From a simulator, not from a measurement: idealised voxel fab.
process module | voxel transistor to metal
cross-section cut | 265 nm wide | cells 5 nm
A cross-section is a grid of square cells, given in bands from the top down. A band is one or more rows of cells.
Each band's line starts with the height of the band's top and of its bottom, in nm. Then come its materials from left to right, each with its width in nm. One material with "throughout" fills the band from edge to edge. "air" is empty space.
Height 0 is the level under which the wafer as received is all one material. The lowest band goes on downwards, as in "0 down".
A width such as "30 to 40" changes by the same amount from each row of cells to the next, from the band's top row to its bottom row.
"no change" after a step means that no cell of the cross-section changed.
closed voids: empty space of 8 cells or more with no open way to the top, each as width x height at its distance from the left edge, in nm
after a step's settings: what the simulator itself notes on the step
overlay nm, on a step with a mask: how far to the right of its planned place the mask lay; to the left if negative
plan
1 op RECEIVE | material Si
2 op CONFORMAL_DEP | material SiO2 | thk nm 5
3 op CONFORMAL_DEP | material SiN | thk nm 15
4 op MASKED_ETCH | tone cover | mask id ACTIVE | width nm 100 | pitch nm 125 | etch materials SiN | depth nm 15 | overlay nm 0
5 op MASKED_ETCH | tone cover | mask id ACTIVE | width nm 100 | pitch nm 125 | etch materials SiO2 | depth nm 5 | overlay nm 0
6 op MASKED_ETCH | tone cover | mask id ACTIVE | width nm 100 | pitch nm 125 | etch materials Si | depth nm 35 | overlay nm 0
7 op OXIDIZE | depth nm 5
8 op FILL_DEP | material SiO2 | thk nm 5
9 op CMP | height nm 20
10 op SELECTIVE_ETCH | etch materials SiO2 | depth nm 15
11 op STRIP | etch materials SiN
12 op SELECTIVE_ETCH | etch materials SiO2 | depth nm 5
13 op OXIDIZE | depth nm 5
14 op DIRECTIONAL_DEP | material polySi | thk nm 20
15 op DIRECTIONAL_DEP | material SiCN | thk nm 15
16 op MASKED_ETCH | tone cover | mask id GATE | width nm 20 | pitch nm 125 | etch materials SiCN | depth nm 25 | overlay nm 0
17 op MASKED_ETCH | tone cover | mask id GATE | width nm 20 | pitch nm 125 | etch materials polySi | depth nm 30 | overlay nm 0
18 op CONFORMAL_DEP | material SiN | thk nm 10
19 op DIRECTIONAL_ETCH | etch materials SiN | depth nm 10
20 op DIRECTIONAL_ETCH | etch materials SiO2 | depth nm 5
21 op EPI | material pSi | thk nm 5
22 op FILL_DEP | material SiO2 | thk nm 5
23 op CMP | height nm 35
24 op DIRECTIONAL_DEP | material SiO2 | thk nm 15
25 op DIRECTIONAL_DEP | material aC | thk nm 10
26 op PATTERN | tone open | mask id CONTACT | material resist | width nm 30 | thk nm 25 | overlay nm 0
27 op DIRECTIONAL_ETCH | etch materials aC | depth nm 10
28 op STRIP | etch materials resist
29 op DIRECTIONAL_ETCH | etch materials SiO2 | depth nm 50
30 op STRIP | etch materials aC
31 op CONFORMAL_DEP | material TiN | thk nm 5
32 op FILL_DEP | material Ru | thk nm 10
33 op CMP | height nm 50
34 op DIRECTIONAL_DEP | material TiN | thk nm 5
35 op DIRECTIONAL_DEP | material Ru | thk nm 20
36 op PATTERN | tone cover | mask id METAL_1 | material resist | width nm 15 | thk nm 15 | overlay nm 0
37 op DIRECTIONAL_ETCH | etch materials Ru | depth nm 20
38 op DIRECTIONAL_ETCH | etch materials TiN | depth nm 5
39 op STRIP | etch materials resist
40 op FILL_DEP | material SiO2 | thk nm 5
41 op CMP | height nm 75
42 op CONFORMAL_DEP | material SiCN | thk nm 5
43 op DIRECTIONAL_DEP | material SiO2 | thk nm 35
44 op DIRECTIONAL_DEP | material aC | thk nm 15
45 op PATTERN | tone open | mask id METAL_2 | material resist | width nm 15 | pitch nm 125 | thk nm 30 | overlay nm 0
46 op DIRECTIONAL_ETCH | etch materials aC | depth nm 15
47 op STRIP | etch materials resist
48 op DIRECTIONAL_ETCH | etch materials SiO2 | depth nm 20
49 op STRIP | etch materials aC
50 op DIRECTIONAL_DEP | material aC | thk nm 10
51 op PATTERN | tone open | mask id METAL_2_HOLES | material resist | width nm 15 | pitch nm 125 | thk nm 25 | overlay nm 0
52 op DIRECTIONAL_ETCH | etch materials aC | depth nm 10
53 op STRIP | etch materials resist
54 op DIRECTIONAL_ETCH | etch materials SiO2 | depth nm 15
55 op DIRECTIONAL_ETCH | etch materials SiCN | depth nm 5
56 op STRIP | etch materials aC
57 op CONFORMAL_DEP | material TiN | thk nm 5
58 op FILL_DEP | material Cu | thk nm 10
59 op CMP | height nm 115
60 op CONFORMAL_DEP | material SiCN | thk nm 5
first wafer, as planned
as received, after step 1
  0 down: Si throughout
  closed voids: none
after step 2
  5 to 0: SiO2 throughout
  below 0: unchanged
after step 3
  20 to 5: SiN throughout
  below 5: unchanged
after step 4
  20 to 5: air 20 | SiN 100 | air 25 | SiN 100 | air 20
  below 5: unchanged
after step 5
  20 to 5: air 20 | SiN 100 | air 25 | SiN 100 | air 20
  5 to 0: air 20 | SiO2 100 | air 25 | SiO2 100 | air 20
  below 0: unchanged
after step 6
  20 to 5: air 20 | SiN 100 | air 25 | SiN 100 | air 20
  5 to 0: air 20 | SiO2 100 | air 25 | SiO2 100 | air 20
  0 to -35: air 20 | Si 100 | air 25 | Si 100 | air 20
  below -35: unchanged
after step 7
  20 to 5: air 20 | SiN 100 | air 25 | SiN 100 | air 20
  5 to 0: air 20 | SiO2 100 | air 25 | SiO2 100 | air 20
  0 to -35: air 20 | SiO2 5 | Si 90 | SiO2 5 | air 25 | SiO2 5 | Si 90 | SiO2 5 | air 20
  -35 to -40: SiO2 25 | Si 90 | SiO2 35 | Si 90 | SiO2 25
  below -40: unchanged
after step 8
  25 to 20: SiO2 throughout
  20 to 5: SiO2 20 | SiN 100 | SiO2 25 | SiN 100 | SiO2 20
  5 to 0: SiO2 throughout
  0 to -40: SiO2 25 | Si 90 | SiO2 35 | Si 90 | SiO2 25
  below -40: unchanged
after step 9
  20 to 5: SiO2 20 | SiN 100 | SiO2 25 | SiN 100 | SiO2 20
  below 5: unchanged
after step 10
  20 to 5: air 20 | SiN 100 | air 25 | SiN 100 | air 20
  below 5: unchanged
after step 11
  5 to 0: SiO2 throughout
  below 0: unchanged
after step 12
  0 to -40: SiO2 25 | Si 90 | SiO2 35 | Si 90 | SiO2 25
  below -40: unchanged
after step 13
  0 to -5: SiO2 throughout
  below -5: unchanged
after step 14
  20 to 0: polySi throughout
  below 0: unchanged
after step 15
  35 to 20: SiCN throughout
  below 20: unchanged
after step 16
  35 to 20: air 60 | SiCN 20 | air 105 | SiCN 20 | air 60
  below 20: unchanged
after step 17
  35 to 20: air 60 | SiCN 20 | air 105 | SiCN 20 | air 60
  20 to 0: air 60 | polySi 20 | air 105 | polySi 20 | air 60
  below 0: unchanged
after step 18
  45 to 35: air 50 | SiN 40 | air 85 | SiN 40 | air 50
  35 to 20: air 50 | SiN 10 | SiCN 20 | SiN 10 | air 85 | SiN 10 | SiCN 20 | SiN 10 | air 50
  20 to 10: air 50 | SiN 10 | polySi 20 | SiN 10 | air 85 | SiN 10 | polySi 20 | SiN 10 | air 50
  10 to 0: SiN 60 | polySi 20 | SiN 105 | polySi 20 | SiN 60
  below 0: unchanged
after step 19
  35 to 20: air 50 | SiN 10 | SiCN 20 | SiN 10 | air 85 | SiN 10 | SiCN 20 | SiN 10 | air 50
  20 to 0: air 50 | SiN 10 | polySi 20 | SiN 10 | air 85 | SiN 10 | polySi 20 | SiN 10 | air 50
  below 0: unchanged
after step 20
  35 to 20: air 50 | SiN 10 | SiCN 20 | SiN 10 | air 85 | SiN 10 | SiCN 20 | SiN 10 | air 50
  20 to 0: air 50 | SiN 10 | polySi 20 | SiN 10 | air 85 | SiN 10 | polySi 20 | SiN 10 | air 50
  0 to -5: air 50 | SiO2 40 | air 85 | SiO2 40 | air 50
  below -5: unchanged
after step 21
  35 to 20: air 50 | SiN 10 | SiCN 20 | SiN 10 | air 85 | SiN 10 | SiCN 20 | SiN 10 | air 50
  20 to 0: air 50 | SiN 10 | polySi 20 | SiN 10 | air 85 | SiN 10 | polySi 20 | SiN 10 | air 50
  0 to -5: air 20 | pSi 30 | SiO2 40 | pSi 30 | air 25 | pSi 30 | SiO2 40 | pSi 30 | air 20
  below -5: unchanged
after step 22
  40 to 35: SiO2 throughout
  35 to 20: SiO2 50 | SiN 10 | SiCN 20 | SiN 10 | SiO2 85 | SiN 10 | SiCN 20 | SiN 10 | SiO2 50
  20 to 0: SiO2 50 | SiN 10 | polySi 20 | SiN 10 | SiO2 85 | SiN 10 | polySi 20 | SiN 10 | SiO2 50
  0 to -5: SiO2 20 | pSi 30 | SiO2 40 | pSi 30 | SiO2 25 | pSi 30 | SiO2 40 | pSi 30 | SiO2 20
  below -5: unchanged
after step 23
  35 to 20: SiO2 50 | SiN 10 | SiCN 20 | SiN 10 | SiO2 85 | SiN 10 | SiCN 20 | SiN 10 | SiO2 50
  below 20: unchanged
after step 24
  50 to 35: SiO2 throughout
  below 35: unchanged
after step 25
  60 to 50: aC throughout
  below 50: unchanged
after step 26
  85 to 60: resist 25 | air 30 | resist 30 | air 30 | resist 35 | air 30 | resist 30 | air 30 | resist 25
  below 60: unchanged
after step 27
  75 to 60: resist 25 | air 30 | resist 30 | air 30 | resist 35 | air 30 | resist 30 | air 30 | resist 25
  60 to 50: aC 25 | air 30 | aC 30 | air 30 | aC 35 | air 30 | aC 30 | air 30 | aC 25
  below 50: unchanged
after step 28
  60 to 50: aC 25 | air 30 | aC 30 | air 30 | aC 35 | air 30 | aC 30 | air 30 | aC 25
  below 50: unchanged
after step 29
  60 to 50: aC 25 | air 30 | aC 30 | air 30 | aC 35 | air 30 | aC 30 | air 30 | aC 25
  50 to 35: SiO2 25 | air 30 | SiO2 30 | air 30 | SiO2 35 | air 30 | SiO2 30 | air 30 | SiO2 25
  35 to 20: SiO2 25 | air 25 | SiN 10 | SiCN 20 | SiN 10 | air 25 | SiO2 35 | air 25 | SiN 10 | SiCN 20 | SiN 10 | air 25 | SiO2 25
  20 to 0: SiO2 25 | air 25 | SiN 10 | polySi 20 | SiN 10 | air 25 | SiO2 35 | air 25 | SiN 10 | polySi 20 | SiN 10 | air 25 | SiO2 25
  below 0: unchanged
after step 30
  50 to 35: SiO2 25 | air 30 | SiO2 30 | air 30 | SiO2 35 | air 30 | SiO2 30 | air 30 | SiO2 25
  below 35: unchanged
after step 31
  55 to 50: TiN 30 | air 20 | TiN 40 | air 20 | TiN 45 | air 20 | TiN 40 | air 20 | TiN 30
  50 to 40: SiO2 25 | TiN 5 | air 20 | TiN 5 | SiO2 30 | TiN 5 | air 20 | TiN 5 | SiO2 35 | TiN 5 | air 20 | TiN 5 | SiO2 30 | TiN 5 | air 20 | TiN 5 | SiO2 25
  40 to 35: SiO2 25 | TiN 5 | air 15 | TiN 10 | SiO2 30 | TiN 10 | air 15 | TiN 5 | SiO2 35 | TiN 5 | air 15 | TiN 10 | SiO2 30 | TiN 10 | air 15 | TiN 5 | SiO2 25
  35 to 20: SiO2 25 | TiN 5 | air 15 | TiN 5 | SiN 10 | SiCN 20 | SiN 10 | TiN 5 | air 15 | TiN 5 | SiO2 35 | TiN 5 | air 15 | TiN 5 | SiN 10 | SiCN 20 | SiN 10 | TiN 5 | air 15 | TiN 5 | SiO2 25
  20 to 5: SiO2 25 | TiN 5 | air 15 | TiN 5 | SiN 10 | polySi 20 | SiN 10 | TiN 5 | air 15 | TiN 5 | SiO2 35 | TiN 5 | air 15 | TiN 5 | SiN 10 | polySi 20 | SiN 10 | TiN 5 | air 15 | TiN 5 | SiO2 25
  5 to 0: SiO2 25 | TiN 25 | SiN 10 | polySi 20 | SiN 10 | TiN 25 | SiO2 35 | TiN 25 | SiN 10 | polySi 20 | SiN 10 | TiN 25 | SiO2 25
  below 0: unchanged
after step 32
  65 to 55: Ru throughout
  55 to 50: TiN 30 | Ru 20 | TiN 40 | Ru 20 | TiN 45 | Ru 20 | TiN 40 | Ru 20 | TiN 30
  50 to 40: SiO2 25 | TiN 5 | Ru 20 | TiN 5 | SiO2 30 | TiN 5 | Ru 20 | TiN 5 | SiO2 35 | TiN 5 | Ru 20 | TiN 5 | SiO2 30 | TiN 5 | Ru 20 | TiN 5 | SiO2 25
  40 to 35: SiO2 25 | TiN 5 | Ru 15 | TiN 10 | SiO2 30 | TiN 10 | Ru 15 | TiN 5 | SiO2 35 | TiN 5 | Ru 15 | TiN 10 | SiO2 30 | TiN 10 | Ru 15 | TiN 5 | SiO2 25
  35 to 20: SiO2 25 | TiN 5 | Ru 15 | TiN 5 | SiN 10 | SiCN 20 | SiN 10 | TiN 5 | Ru 15 | TiN 5 | SiO2 35 | TiN 5 | Ru 15 | TiN 5 | SiN 10 | SiCN 20 | SiN 10 | TiN 5 | Ru 15 | TiN 5 | SiO2 25
  20 to 5: SiO2 25 | TiN 5 | Ru 15 | TiN 5 | SiN 10 | polySi 20 | SiN 10 | TiN 5 | Ru 15 | TiN 5 | SiO2 35 | TiN 5 | Ru 15 | TiN 5 | SiN 10 | polySi 20 | SiN 10 | TiN 5 | Ru 15 | TiN 5 | SiO2 25
  below 5: unchanged
after step 33
  50 to 40: SiO2 25 | TiN 5 | Ru 20 | TiN 5 | SiO2 30 | TiN 5 | Ru 20 | TiN 5 | SiO2 35 | TiN 5 | Ru 20 | TiN 5 | SiO2 30 | TiN 5 | Ru 20 | TiN 5 | SiO2 25
  below 40: unchanged
after step 34
  55 to 50: TiN throughout
  below 50: unchanged
after step 35
  75 to 55: Ru throughout
  below 55: unchanged
after step 36
  90 to 75: air 25 | resist 15 | air 60 | resist 15 | air 35 | resist 15 | air 60 | resist 15 | air 25
  below 75: unchanged
after step 37
  90 to 75: air 25 | resist 15 | air 60 | resist 15 | air 35 | resist 15 | air 60 | resist 15 | air 25
  75 to 55: air 25 | Ru 15 | air 60 | Ru 15 | air 35 | Ru 15 | air 60 | Ru 15 | air 25
  below 55: unchanged
after step 38
  90 to 75: air 25 | resist 15 | air 60 | resist 15 | air 35 | resist 15 | air 60 | resist 15 | air 25
  75 to 55: air 25 | Ru 15 | air 60 | Ru 15 | air 35 | Ru 15 | air 60 | Ru 15 | air 25
  55 to 50: air 25 | TiN 15 | air 60 | TiN 15 | air 35 | TiN 15 | air 60 | TiN 15 | air 25
  below 50: unchanged
after step 39
  75 to 55: air 25 | Ru 15 | air 60 | Ru 15 | air 35 | Ru 15 | air 60 | Ru 15 | air 25
  below 55: unchanged
after step 40
  80 to 75: SiO2 throughout
  75 to 55: SiO2 25 | Ru 15 | SiO2 60 | Ru 15 | SiO2 35 | Ru 15 | SiO2 60 | Ru 15 | SiO2 25
  55 to 50: SiO2 25 | TiN 15 | SiO2 60 | TiN 15 | SiO2 35 | TiN 15 | SiO2 60 | TiN 15 | SiO2 25
  below 50: unchanged
after step 41
  75 to 55: SiO2 25 | Ru 15 | SiO2 60 | Ru 15 | SiO2 35 | Ru 15 | SiO2 60 | Ru 15 | SiO2 25
  below 55: unchanged
after step 42
  80 to 75: SiCN throughout
  below 75: unchanged
after step 43
  115 to 80: SiO2 throughout
  below 80: unchanged
after step 44
  130 to 115: aC throughout
  below 115: unchanged
after step 45
  160 to 130: resist 25 | air 15 | resist 110 | air 15 | resist 100
  below 130: unchanged
after step 46
  145 to 130: resist 25 | air 15 | resist 110 | air 15 | resist 100
  130 to 115: aC 25 | air 15 | aC 110 | air 15 | aC 100
  below 115: unchanged
after step 47
  130 to 115: aC 25 | air 15 | aC 110 | air 15 | aC 100
  below 115: unchanged
after step 48
  130 to 115: aC 25 | air 15 | aC 110 | air 15 | aC 100
  115 to 95: SiO2 25 | air 15 | SiO2 110 | air 15 | SiO2 100
  below 95: unchanged
after step 49
  115 to 95: SiO2 25 | air 15 | SiO2 110 | air 15 | SiO2 100
  below 95: unchanged
after step 50
  125 to 115: aC 25 | air 15 | aC 110 | air 15 | aC 100
  115 to 105: SiO2 25 | air 15 | SiO2 110 | air 15 | SiO2 100
  105 to 95: SiO2 25 | aC 15 | SiO2 110 | aC 15 | SiO2 100
  below 95: unchanged
after step 51
  150 to 125: resist 25 | air 15 | resist 110 | air 15 | resist 100
  below 125: unchanged
after step 52
  140 to 125: resist 25 | air 15 | resist 110 | air 15 | resist 100
  125 to 115: aC 25 | air 15 | aC 110 | air 15 | aC 100
  115 to 95: SiO2 25 | air 15 | SiO2 110 | air 15 | SiO2 100
  below 95: unchanged
after step 53
  125 to 115: aC 25 | air 15 | aC 110 | air 15 | aC 100
  below 115: unchanged
after step 54
  125 to 115: aC 25 | air 15 | aC 110 | air 15 | aC 100
  115 to 80: SiO2 25 | air 15 | SiO2 110 | air 15 | SiO2 100
  below 80: unchanged
after step 55
  125 to 115: aC 25 | air 15 | aC 110 | air 15 | aC 100
  115 to 80: SiO2 25 | air 15 | SiO2 110 | air 15 | SiO2 100
  80 to 75: SiCN 25 | air 15 | SiCN 110 | air 15 | SiCN 100
  below 75: unchanged
after step 56
  115 to 80: SiO2 25 | air 15 | SiO2 110 | air 15 | SiO2 100
  below 80: unchanged
after step 57
  120 to 115: TiN 30 | air 5 | TiN 120 | air 5 | TiN 105
  115 to 80: SiO2 25 | TiN 5 | air 5 | TiN 5 | SiO2 110 | TiN 5 | air 5 | TiN 5 | SiO2 100
  80 to 75: SiCN 25 | TiN 15 | SiCN 110 | TiN 15 | SiCN 100
  below 75: unchanged
after step 58
  130 to 120: Cu throughout
  120 to 115: TiN 30 | Cu 5 | TiN 120 | Cu 5 | TiN 105
  115 to 80: SiO2 25 | TiN 5 | Cu 5 | TiN 5 | SiO2 110 | TiN 5 | Cu 5 | TiN 5 | SiO2 100
  below 80: unchanged
after step 59
  115 to 80: SiO2 25 | TiN 5 | Cu 5 | TiN 5 | SiO2 110 | TiN 5 | Cu 5 | TiN 5 | SiO2 100
  below 80: unchanged
after step 60
  120 to 115: SiCN throughout
  below 115: unchanged
second wafer: like start, like plan, one mistake. Through step 50 it matches the first wafer
when step 51 should have ended
  150 to 125: resist 20 | air 15 | resist 110 | air 15 | resist 105
  125 to 115: aC 25 | air 10 | resist 5 | aC 110 | air 10 | resist 5 | aC 100
  115 to 105: SiO2 25 | air 10 | resist 5 | SiO2 110 | air 10 | resist 5 | SiO2 100
  below 105: unchanged
when step 52 should have ended
  140 to 125: resist 20 | air 15 | resist 110 | air 15 | resist 105
  125 to 115: aC 20 | air 15 | resist 5 | aC 105 | air 15 | resist 5 | aC 100
  115 to 105: SiO2 25 | air 10 | resist 5 | SiO2 110 | air 10 | resist 5 | SiO2 100
  105 to 95: SiO2 25 | air 10 | aC 5 | SiO2 110 | air 10 | aC 5 | SiO2 100
  below 95: unchanged
when step 53 should have ended
  125 to 115: aC 20 | air 20 | aC 105 | air 20 | aC 100
  115 to 105: SiO2 25 | air 15 | SiO2 110 | air 15 | SiO2 100
  below 105: unchanged
when step 54 should have ended
  125 to 115: aC 20 | air 20 | aC 105 | air 20 | aC 100
  115 to 105: SiO2 20 | air 20 | SiO2 105 | air 20 | SiO2 100
  105 to 95: SiO2 20 to 25 | air 15 to 10 | aC 5 | SiO2 105 to 110 | air 15 to 10 | aC 5 | SiO2 100
  95 to 80: SiO2 25 | air 10 | SiO2 115 | air 10 | SiO2 105
  below 80: unchanged
when step 55 should have ended
  125 to 115: aC 20 | air 20 | aC 105 | air 20 | aC 100
  115 to 105: SiO2 20 | air 20 | SiO2 105 | air 20 | SiO2 100
  105 to 95: SiO2 20 to 25 | air 15 to 10 | aC 5 | SiO2 105 to 110 | air 15 to 10 | aC 5 | SiO2 100
  95 to 80: SiO2 25 | air 10 | SiO2 115 | air 10 | SiO2 105
  80 to 75: SiCN 25 | air 10 | SiCN 115 | air 10 | SiCN 105
  below 75: unchanged
when step 56 should have ended
  115 to 100: SiO2 20 | air 20 | SiO2 105 | air 20 | SiO2 100
  100 to 95: SiO2 25 | air 15 | SiO2 110 | air 15 | SiO2 100
  below 95: unchanged
when step 57 should have ended
  120 to 115: TiN 25 | air 10 | TiN 115 | air 10 | TiN 105
  115 to 105: SiO2 20 | TiN 5 | air 10 | TiN 5 | SiO2 105 | TiN 5 | air 10 | TiN 5 | SiO2 100
  105 to 100: SiO2 20 | TiN 10 | air 5 | TiN 5 | SiO2 105 | TiN 10 | air 5 | TiN 5 | SiO2 100
  100 to 95: SiO2 25 | TiN 15 | SiO2 110 | TiN 15 | SiO2 100
  95 to 80: SiO2 25 | TiN 10 | SiO2 115 | TiN 10 | SiO2 105
  80 to 75: SiCN 25 | TiN 10 | SiCN 115 | TiN 10 | SiCN 105
  below 75: unchanged
when step 58 should have ended
  130 to 120: Cu throughout
  120 to 115: TiN 25 | Cu 10 | TiN 115 | Cu 10 | TiN 105
  115 to 105: SiO2 20 | TiN 5 | Cu 10 | TiN 5 | SiO2 105 | TiN 5 | Cu 10 | TiN 5 | SiO2 100
  105 to 100: SiO2 20 | TiN 10 | Cu 5 | TiN 5 | SiO2 105 | TiN 10 | Cu 5 | TiN 5 | SiO2 100
  below 100: unchanged
when step 59 should have ended
  115 to 105: SiO2 20 | TiN 5 | Cu 10 | TiN 5 | SiO2 105 | TiN 5 | Cu 10 | TiN 5 | SiO2 100
  below 105: unchanged
when step 60 should have ended
  120 to 115: SiCN throughout
  below 115: unchanged
what went wrong: step 51 ran as: op PATTERN | tone open | mask id METAL_2_HOLES | material resist | width nm 15 | pitch nm 125 | thk nm 25 | overlay nm -5
at the end the second wafer has, in cells: 4 fewer of Cu | 2 more of SiCN | 2 more of TiN
